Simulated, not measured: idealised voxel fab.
process module | voxel ribs on slabs
The cross-section on display is named cut; it measures 140 nm wide, and its cells are 5 nm squares.
A cross-section in this document is a grid of square cells, and it is written down as bands, the top band listed before the ones below it; a band is made up of one or more rows of cells. Quick guide to a band line: top height, bottom height (nm) up front; then every material left to right with its width in nm. Only one material and it's marked "throughout"? Then it fills the band edge to edge. And "blank" just means empty space. Below 0: as-received wafer, all one material; heights counted from there. Lowest band: no bottom, goes on down, written "top 0, no bottom". A width such as "30 to 40" changes by the same amount from each row of cells to the next, from the band's top row to its bottom row. "identical to before" (step): cross-section cells unchanged, all of them. Entry "Unvented cavities" = empty spaces >= 8 cells with no open way to the top; each as width x height at distance, distance from left edge, all nm. Anything after a step's settings on that line? It's the simulator's own note about the step. The optional step-line setting "overlay nm" applies to steps with a mask and quantifies how far to the right of its planned location the mask lay, a negative value indicating leftward placement.
Planned step list for the process:
1 RECEIVE (material Si)
2 DIRECTIONAL_DEP (material SiO2; thk nm 30)
3 DIRECTIONAL_DEP (material SiN; thk nm 15)
4 DIRECTIONAL_DEP (material aC; thk nm 10)
5 PATTERN (tone cover; mask id RIB; material resist; width nm 30; thk nm 30; overlay nm 0)
6 DIRECTIONAL_ETCH (etch materials aC; depth nm 10)
7 STRIP (etch materials resist)
8 DIRECTIONAL_ETCH (etch materials SiN; depth nm 5)
9 STRIP (etch materials aC)
10 MASKED_ETCH (tone cover; mask id SLAB; width nm 90; etch materials SiN; depth nm 10; overlay nm 0)
11 FILL_DEP (material SiO2; thk nm 30)
12 CMP (height nm 65)
13 DIRECTIONAL_DEP (material W; thk nm 10)
14 DIRECTIONAL_DEP (material aC; thk nm 10)
15 PATTERN (tone cover; mask id HEATER; material resist; width nm 40; thk nm 30; overlay nm 0)
16 DIRECTIONAL_ETCH (etch materials aC; depth nm 10)
17 STRIP (etch materials resist)
18 DIRECTIONAL_ETCH (etch materials W; depth nm 10)
19 STRIP (etch materials aC)
20 CONFORMAL_DEP (material SiN; thk nm 10)
Below: the first of two wafers, run as planned:
Here's what the wafer looked like in cross-section when it arrived - that's after step 1:
- top 0, no bottom | Si throughout
- Unvented cavities: none
Cross-section through the wafer, step 2 finished:
- top 30, bottom 0 | SiO2 throughout
- Rest of section, below 0: as before.
Cross-section through the wafer, step 3 finished:
- top 45, bottom 30 | SiN throughout
- Rest of section, below 30: as before.
Cross-section through the wafer, step 4 finished:
- top 55, bottom 45 | aC throughout
- Rest of section, below 45: as before.
Cross-section through the wafer, step 5 finished:
- top 85, bottom 55 | blank=55  resist=30  blank=55
- Rest of section, below 55: as before.
Cross-section through the wafer, step 6 finished:
- top 75, bottom 55 | blank=55  resist=30  blank=55
- top 55, bottom 45 | blank=55  aC=30  blank=55
- Rest of section, below 45: as before.
Cross-section through the wafer, step 7 finished:
- top 55, bottom 45 | blank=55  aC=30  blank=55
- Rest of section, below 45: as before.
Cross-section through the wafer, step 8 finished:
- top 55, bottom 45 | blank=55  aC=30  blank=55
- top 45, bottom 40 | blank=55  SiN=30  blank=55
- Rest of section, below 40: as before.
Cross-section through the wafer, step 9 finished:
- top 45, bottom 40 | blank=55  SiN=30  blank=55
- Rest of section, below 40: as before.
Cross-section through the wafer, step 10 finished:
- top 45, bottom 40 | blank=55  SiN=30  blank=55
- top 40, bottom 30 | blank=25  SiN=90  blank=25
- Rest of section, below 30: as before.
Cross-section through the wafer, step 11 finished:
- top 75, bottom 45 | SiO2 throughout
- top 45, bottom 40 | SiO2=55  SiN=30  SiO2=55
- top 40, bottom 30 | SiO2=25  SiN=90  SiO2=25
- Rest of section, below 30: as before.
Cross-section through the wafer, step 12 finished:
- top 65, bottom 45 | SiO2 throughout
- Rest of section, below 45: as before.
Cross-section through the wafer, step 13 finished:
- top 75, bottom 65 | W throughout
- Rest of section, below 65: as before.
Cross-section through the wafer, step 14 finished:
- top 85, bottom 75 | aC throughout
- Rest of section, below 75: as before.
Cross-section through the wafer, step 15 finished:
- top 115, bottom 85 | blank=50  resist=40  blank=50
- Rest of section, below 85: as before.
Cross-section through the wafer, step 16 finished:
- top 105, bottom 85 | blank=50  resist=40  blank=50
- top 85, bottom 75 | blank=50  aC=40  blank=50
- Rest of section, below 75: as before.
Cross-section through the wafer, step 17 finished:
- top 85, bottom 75 | blank=50  aC=40  blank=50
- Rest of section, below 75: as before.
Cross-section through the wafer, step 18 finished:
- top 85, bottom 75 | blank=50  aC=40  blank=50
- top 75, bottom 65 | blank=50  W=40  blank=50
- Rest of section, below 65: as before.
Cross-section through the wafer, step 19 finished:
- top 75, bottom 65 | blank=50  W=40  blank=50
- Rest of section, below 65: as before.
Cross-section through the wafer, step 20 finished:
- top 85, bottom 75 | blank=40  SiN=60  blank=40
- top 75, bottom 65 | SiN=50  W=40  SiN=50
- Rest of section, below 65: as before.
Second wafer - shared start and plan with the first - one error in running - same as the first up to step 9 inclusive:
Second wafer profile in section, at the moment step 10 of the plan was meant to be complete:
- top 40, bottom 35 | SiN=25  blank=90  SiN=25
- top 35, bottom 30 | SiN=25  blank=30  SiN=30  blank=30  SiN=25
- Rest of section, below 30: as before.
Second wafer profile in section, at the moment step 11 of the plan was meant to be complete:
- top 70, bottom 40 | SiO2 throughout
- top 40, bottom 35 | SiN=25  SiO2=90  SiN=25
- top 35, bottom 30 | SiN=25  SiO2=30  SiN=30  SiO2=30  SiN=25
- Rest of section, below 30: as before.
Second wafer profile in section, at the moment step 12 of the plan was meant to be complete:
- top 65, bottom 40 | SiO2 throughout
- Rest of section, below 40: as before.
Second wafer profile in section, at the moment step 13 of the plan was meant to be complete:
- top 75, bottom 65 | W throughout
- Rest of section, below 65: as before.
Second wafer profile in section, at the moment step 14 of the plan was meant to be complete:
- top 85, bottom 75 | aC throughout
- Rest of section, below 75: as before.
Second wafer profile in section, at the moment step 15 of the plan was meant to be complete:
- top 115, bottom 85 | blank=50  resist=40  blank=50
- Rest of section, below 85: as before.
Second wafer profile in section, at the moment step 16 of the plan was meant to be complete:
- top 105, bottom 85 | blank=50  resist=40  blank=50
- top 85, bottom 75 | blank=50  aC=40  blank=50
- Rest of section, below 75: as before.
Second wafer profile in section, at the moment step 17 of the plan was meant to be complete:
- top 85, bottom 75 | blank=50  aC=40  blank=50
- Rest of section, below 75: as before.
Second wafer profile in section, at the moment step 18 of the plan was meant to be complete:
- top 85, bottom 75 | blank=50  aC=40  blank=50
- top 75, bottom 65 | blank=50  W=40  blank=50
- Rest of section, below 65: as before.
Second wafer profile in section, at the moment step 19 of the plan was meant to be complete:
- top 75, bottom 65 | blank=50  W=40  blank=50
- Rest of section, below 65: as before.
Second wafer profile in section, at the moment step 20 of the plan was meant to be complete:
- top 85, bottom 75 | blank=40  SiN=60  blank=40
- top 75, bottom 65 | SiN=50  W=40  SiN=50
- Rest of section, below 65: as before.
What broke from the plan during processing? step 10 deviated from plan and actually ran as MASKED_ETCH (tone open; mask id SLAB; width nm 90; etch materials SiN; depth nm 10; overlay nm 0)
Materials where the second wafer ends with more or fewer cells than the first: 16 fewer of SiN; 16 more of SiO2
